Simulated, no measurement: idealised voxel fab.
process module | voxel transistor to metal
cross-section cut | 190 nm wide | cells 5 nm
A cross-section is a grid of square cells, given in bands from the top down. A band is one or more rows of cells.
Each band's line starts with the height of the band's top and of its bottom, in nm. Then come its materials from left to right, each with its width in nm. One material with "throughout" fills the band from edge to edge. "air" is empty space.
Height 0 is the level under which the wafer as received is all one material. The lowest band goes on downwards, as in "0 down".
A width such as "30 to 40" changes by the same amount from each row of cells to the next, from the band's top row to its bottom row.
"no change" after a step means that no cell of the cross-section changed.
closed voids: empty space of 8 cells or more with no open way to the top, each as width x height at its distance from the left edge, in nm
after a step's settings: what the simulator itself notes on the step
overlay nm, on a step with a mask: how far to the right of its planned place the mask lay; to the left if negative
Each pair below shows a cross-section before one step and the cross-section after it, down to the lowest band that changed. The line under each pair gives the step between them, with its settings. The pairs can come from different runs of this module on the same starting wafer, so a pair continues from the pair above only where its "before" says so.
before
  90 to 70: air 45 | resist 20 | air 50 | resist 20 | air 55
  70 to 55: Ru throughout
  55 to 50: TiN throughout
  50 to 35: SiO2 50 | TiN 5 | Ru 10 | TiN 5 | SiO2 50 | TiN 5 | Ru 10 | TiN 5 | SiO2 50
  35 to 20: SiO2 50 | TiN 5 | Ru 10 | TiN 5 | SiO2 5 | SiN 10 | SiCN 20 | SiN 10 | SiO2 5 | TiN 5 | Ru 10 | TiN 5 | SiO2 50
  20 to 5: SiO2 50 | TiN 5 | Ru 10 | TiN 5 | SiO2 5 | SiN 10 | polySi 20 | SiN 10 | SiO2 5 | TiN 5 | Ru 10 | TiN 5 | SiO2 50
  5 to -5: SiO2 40 | SiN 10 | TiN 5 to 10 | Ru 10 to 5 | TiN 5 | SiO2 5 | SiN 10 | polySi 20 | SiN 10 | SiO2 5 | TiN 5 | Ru 10 to 5 | TiN 5 to 10 | SiN 10 | SiO2 40
  -5 to -10: SiO2 50 | nSi 5 | TiN 15 | nSi 5 | SiO2 40 | nSi 5 | TiN 15 | nSi 5 | SiO2 50
  -10 to -15: SiO2 45 | Si 5 | nSi 25 | Si 40 | nSi 25 | Si 5 | SiO2 45
  -15 to -35: SiO2 45 | Si 100 | SiO2 45
  -35 down: Si throughout
  closed voids: none
after
  90 to 70: air 45 | resist 20 | air 50 | resist 20 | air 55
  70 to 55: air 45 | Ru 20 | air 50 | Ru 20 | air 55
  below 55: unchanged
  closed voids: none
the step between: op DIRECTIONAL_ETCH | etch materials Ru | depth nm 15
before: the cross-section after the pair above
after
  90 to 70: air 45 | resist 20 | air 50 | resist 20 | air 55
  70 to 55: air 45 | Ru 20 | air 50 | Ru 20 | air 55
  55 to 50: air 45 | TiN 20 | air 50 | TiN 20 | air 55
  below 50: unchanged
  closed voids: none
the step between: op DIRECTIONAL_ETCH | etch materials TiN | depth nm 5
before: the cross-section after the pair above
after
  70 to 55: air 45 | Ru 20 | air 50 | Ru 20 | air 55
  below 55: unchanged
  closed voids: none
the step between: op STRIP | etch materials resist
before: the cross-section after the pair above
after
  75 to 70: air 40 | SiN 30 | air 40 | SiN 30 | air 50
  70 to 55: air 40 | SiN 5 | Ru 20 | SiN 5 | air 40 | SiN 5 | Ru 20 | SiN 5 | air 50
  55 to 50: SiN 45 | TiN 20 | SiN 50 | TiN 20 | SiN 55
  below 50: unchanged
  closed voids: none
the step between: op CONFORMAL_DEP | material SiN | thk nm 5
before: the cross-section after the pair above
after
  80 to 75: SiO2 throughout
  75 to 70: SiO2 40 | SiN 30 | SiO2 40 | SiN 30 | SiO2 50
  70 to 55: SiO2 40 | SiN 5 | Ru 20 | SiN 5 | SiO2 40 | SiN 5 | Ru 20 | SiN 5 | SiO2 50
  below 55: unchanged
  closed voids: none
the step between: op FILL_DEP | material SiO2 | thk nm 5
before: the cross-section after the pair above
after
  70 to 55: SiO2 40 | SiN 5 | Ru 20 | SiN 5 | SiO2 40 | SiN 5 | Ru 20 | SiN 5 | SiO2 50
  below 55: unchanged
  closed voids: none
the step between: op CMP | height nm 70
before: the cross-section after the pair above
after
  75 to 70: SiCN throughout
  below 70: unchanged
  closed voids: none
the step between: op CONFORMAL_DEP | material SiCN | thk nm 5
before
  50 to 35: SiO2 50 | TiN 5 | Ru 10 | TiN 5 | SiO2 50 | TiN 5 | Ru 10 | TiN 5 | SiO2 50
  35 to 20: SiO2 50 | TiN 5 | Ru 10 | TiN 5 | SiO2 5 | SiN 10 | SiCN 20 | SiN 10 | SiO2 5 | TiN 5 | Ru 10 | TiN 5 | SiO2 50
  20 to 5: SiO2 50 | TiN 5 | Ru 10 | TiN 5 | SiO2 5 | SiN 10 | polySi 20 | SiN 10 | SiO2 5 | TiN 5 | Ru 10 | TiN 5 | SiO2 50
  5 to -5: SiO2 40 | SiN 10 | TiN 5 to 10 | Ru 10 to 5 | TiN 5 | SiO2 5 | SiN 10 | polySi 20 | SiN 10 | SiO2 5 | TiN 5 | Ru 10 to 5 | TiN 5 to 10 | SiN 10 | SiO2 40
  -5 to -10: SiO2 50 | nSi 5 | TiN 15 | nSi 5 | SiO2 40 | nSi 5 | TiN 15 | nSi 5 | SiO2 50
  -10 to -15: SiO2 45 | Si 5 | nSi 25 | Si 40 | nSi 25 | Si 5 | SiO2 45
  -15 to -35: SiO2 45 | Si 100 | SiO2 45
  -35 down: Si throughout
  closed voids: none
after
  55 to 50: polySi throughout
  below 50: unchanged
  closed voids: none
the step between: op DIRECTIONAL_DEP | material polySi | thk nm 5
before: the cross-section after the pair above
after
  70 to 55: Ru throughout
  below 55: unchanged
  closed voids: none
the step between: op DIRECTIONAL_DEP | material Ru | thk nm 15
before: the cross-section after the pair above
after
  90 to 70: air 50 | resist 20 | air 50 | resist 20 | air 50
  below 70: unchanged
  closed voids: none
the step between: op PATTERN | tone cover | mask id METAL_1 | material resist | width nm 20 | pitch nm 70 | thk nm 20 | overlay nm 0
before: the cross-section after the pair above
after
  90 to 70: air 50 | resist 20 | air 50 | resist 20 | air 50
  70 to 55: air 50 | Ru 20 | air 50 | Ru 20 | air 50
  below 55: unchanged
  closed voids: none
the step between: op DIRECTIONAL_ETCH | etch materials Ru | depth nm 15
before: the cross-section after the pair above
after
  70 to 55: air 50 | Ru 20 | air 50 | Ru 20 | air 50
  below 55: unchanged
  closed voids: none
the step between: op STRIP | etch materials resist
before: the cross-section after the pair above
after
  75 to 70: air 45 | SiN 30 | air 40 | SiN 30 | air 45
  70 to 60: air 45 | SiN 5 | Ru 20 | SiN 5 | air 40 | SiN 5 | Ru 20 | SiN 5 | air 45
  60 to 55: SiN 50 | Ru 20 | SiN 50 | Ru 20 | SiN 50
  below 55: unchanged
  closed voids: none
the step between: op CONFORMAL_DEP | material SiN | thk nm 5
before: the cross-section after the pair above
after
  80 to 75: SiO2 throughout
  75 to 70: SiO2 45 | SiN 30 | SiO2 40 | SiN 30 | SiO2 45
  70 to 60: SiO2 45 | SiN 5 | Ru 20 | SiN 5 | SiO2 40 | SiN 5 | Ru 20 | SiN 5 | SiO2 45
  below 60: unchanged
  closed voids: none
the step between: op FILL_DEP | material SiO2 | thk nm 5
before: the cross-section after the pair above
after
  70 to 60: SiO2 45 | SiN 5 | Ru 20 | SiN 5 | SiO2 40 | SiN 5 | Ru 20 | SiN 5 | SiO2 45
  below 60: unchanged
  closed voids: none
the step between: op CMP | height nm 70
before: the cross-section after the pair above
after
  75 to 70: SiCN throughout
  below 70: unchanged
  closed voids: none
the step between: op CONFORMAL_DEP | material SiCN | thk nm 5
before
  45 to 35: SiCN 40 | air 110 | SiCN 40
  35 to 30: SiCN throughout
  30 to 20: polySi 40 | SiCN 110 | polySi 40
  20 to 5: polySi throughout
  5 to -5: SiO2 40 | polySi 110 | SiO2 40
  -5 to -10: SiO2 throughout
  -10 to -35: SiO2 45 | Si 100 | SiO2 45
  -35 down: Si throughout
  closed voids: none
after
  45 to 35: SiCN 40 | air 110 | SiCN 40
  35 to 30: SiCN 85 | air 20 | SiCN 85
  30 to 20: polySi 40 | SiCN 45 | air 20 | SiCN 45 | polySi 40
  below 20: unchanged
  closed voids: none
the step between: op MASKED_ETCH | tone open | mask id GATE | width nm 20 | etch materials SiCN | depth nm 25 | overlay nm 0
before: the cross-section after the pair above
after
  55 to 45: SiN 50 | air 90 | SiN 50
  45 to 35: SiCN 40 | SiN 110 | SiCN 40
  35 to 30: SiCN 85 | SiN 20 | SiCN 85
  30 to 20: polySi 40 | SiCN 45 | SiN 20 | SiCN 45 | polySi 40
  below 20: unchanged
  closed voids: none
the step between: op CONFORMAL_DEP | material SiN | thk nm 10
before: the cross-section after the pair above
after
  45 to 35: SiCN 40 | SiN 10 | air 90 | SiN 10 | SiCN 40
  below 35: unchanged
  closed voids: none
the step between: op DIRECTIONAL_ETCH | etch materials SiN | depth nm 10
before: the cross-section after the pair above
after
  50 to 45: SiO2 throughout
  45 to 35: SiCN 40 | SiN 10 | SiO2 90 | SiN 10 | SiCN 40
  below 35: unchanged
  closed voids: none
the step between: op FILL_DEP | material SiO2 | thk nm 5
before: the cross-section after the pair above
after
  35 to 30: SiCN 85 | SiN 20 | SiCN 85
  below 30: unchanged
  closed voids: none
the step between: op CMP | height nm 35
before: the cross-section after the pair above
after
  50 to 35: SiO2 throughout
  below 35: unchanged
  closed voids: none
the step between: op DIRECTIONAL_DEP | material SiO2 | thk nm 15
before: the cross-section after the pair above
after
  50 to 35: SiO2 50 | air 20 | SiO2 50 | air 20 | SiO2 50
  below 35: unchanged
  closed voids: none
the step between: op MASKED_ETCH | tone open | mask id CONTACT | width nm 20 | pitch nm 70 | etch materials SiO2 | depth nm 60 | overlay nm 0
before: the cross-section after the pair above
after
  55 to 50: TiN 55 | air 10 | TiN 60 | air 10 | TiN 55
  50 to 40: SiO2 50 | TiN 5 | air 10 | TiN 5 | SiO2 50 | TiN 5 | air 10 | TiN 5 | SiO2 50
  40 to 35: SiO2 50 | TiN 20 | SiO2 50 | TiN 20 | SiO2 50
  below 35: unchanged
  closed voids: none
the step between: op CONFORMAL_DEP | material TiN | thk nm 5
before: the cross-section after the pair above
after
  65 to 55: Ru throughout
  55 to 50: TiN 55 | Ru 10 | TiN 60 | Ru 10 | TiN 55
  50 to 40: SiO2 50 | TiN 5 | Ru 10 | TiN 5 | SiO2 50 | TiN 5 | Ru 10 | TiN 5 | SiO2 50
  below 40: unchanged
  closed voids: none
the step between: op FILL_DEP | material Ru | thk nm 10
before: the cross-section after the pair above
after
  50 to 40: SiO2 50 | TiN 5 | Ru 10 | TiN 5 | SiO2 50 | TiN 5 | Ru 10 | TiN 5 | SiO2 50
  below 40: unchanged
  closed voids: none
the step between: op CMP | height nm 50
before: the cross-section after the pair above
after
  55 to 50: TiN throughout
  below 50: unchanged
  closed voids: none
the step between: op DIRECTIONAL_DEP | material TiN | thk nm 5
before: the cross-section after the pair above
after
  70 to 55: Ru throughout
  below 55: unchanged
  closed voids: none
the step between: op DIRECTIONAL_DEP | material Ru | thk nm 15
before: the cross-section after the pair above
after
  90 to 70: air 50 | resist 20 | air 50 | resist 20 | air 50
  below 70: unchanged
  closed voids: none
the step between: op PATTERN | tone cover | mask id METAL_1 | material resist | width nm 20 | pitch nm 70 | thk nm 20 | overlay nm 0
before: the cross-section after the pair above
after
  90 to 70: air 50 | resist 20 | air 50 | resist 20 | air 50
  70 to 55: air 50 | Ru 20 | air 50 | Ru 20 | air 50
  below 55: unchanged
  closed voids: none
the step between: op DIRECTIONAL_ETCH | etch materials Ru | depth nm 15
before: the cross-section after the pair above
after
  90 to 70: air 50 | resist 20 | air 50 | resist 20 | air 50
  70 to 55: air 50 | Ru 20 | air 50 | Ru 20 | air 50
  55 to 50: air 50 | TiN 20 | air 50 | TiN 20 | air 50
  below 50: unchanged
  closed voids: none
the step between: op DIRECTIONAL_ETCH | etch materials TiN | depth nm 5
before: the cross-section after the pair above
after
  70 to 55: air 50 | Ru 20 | air 50 | Ru 20 | air 50
  below 55: unchanged
  closed voids: none
the step between: op STRIP | etch materials resist
before: the cross-section after the pair above
after
  75 to 70: air 45 | SiN 30 | air 40 | SiN 30 | air 45
  70 to 55: air 45 | SiN 5 | Ru 20 | SiN 5 | air 40 | SiN 5 | Ru 20 | SiN 5 | air 45
  55 to 50: SiN 50 | TiN 20 | SiN 50 | TiN 20 | SiN 50
  below 50: unchanged
  closed voids: none
the step between: op CONFORMAL_DEP | material SiN | thk nm 5
before: the cross-section after the pair above
after
  80 to 75: SiO2 throughout
  75 to 70: SiO2 45 | SiN 30 | SiO2 40 | SiN 30 | SiO2 45
  70 to 55: SiO2 45 | SiN 5 | Ru 20 | SiN 5 | SiO2 40 | SiN 5 | Ru 20 | SiN 5 | SiO2 45
  below 55: unchanged
  closed voids: none
the step between: op FILL_DEP | material SiO2 | thk nm 5
before: the cross-section after the pair above
after
  70 to 55: SiO2 45 | SiN 5 | Ru 20 | SiN 5 | SiO2 40 | SiN 5 | Ru 20 | SiN 5 | SiO2 45
  below 55: unchanged
  closed voids: none
the step between: op CMP | height nm 70
before: the cross-section after the pair above
after
  75 to 70: SiCN throughout
  below 70: unchanged
  closed voids: none
the step between: op CONFORMAL_DEP | material SiCN | thk nm 5
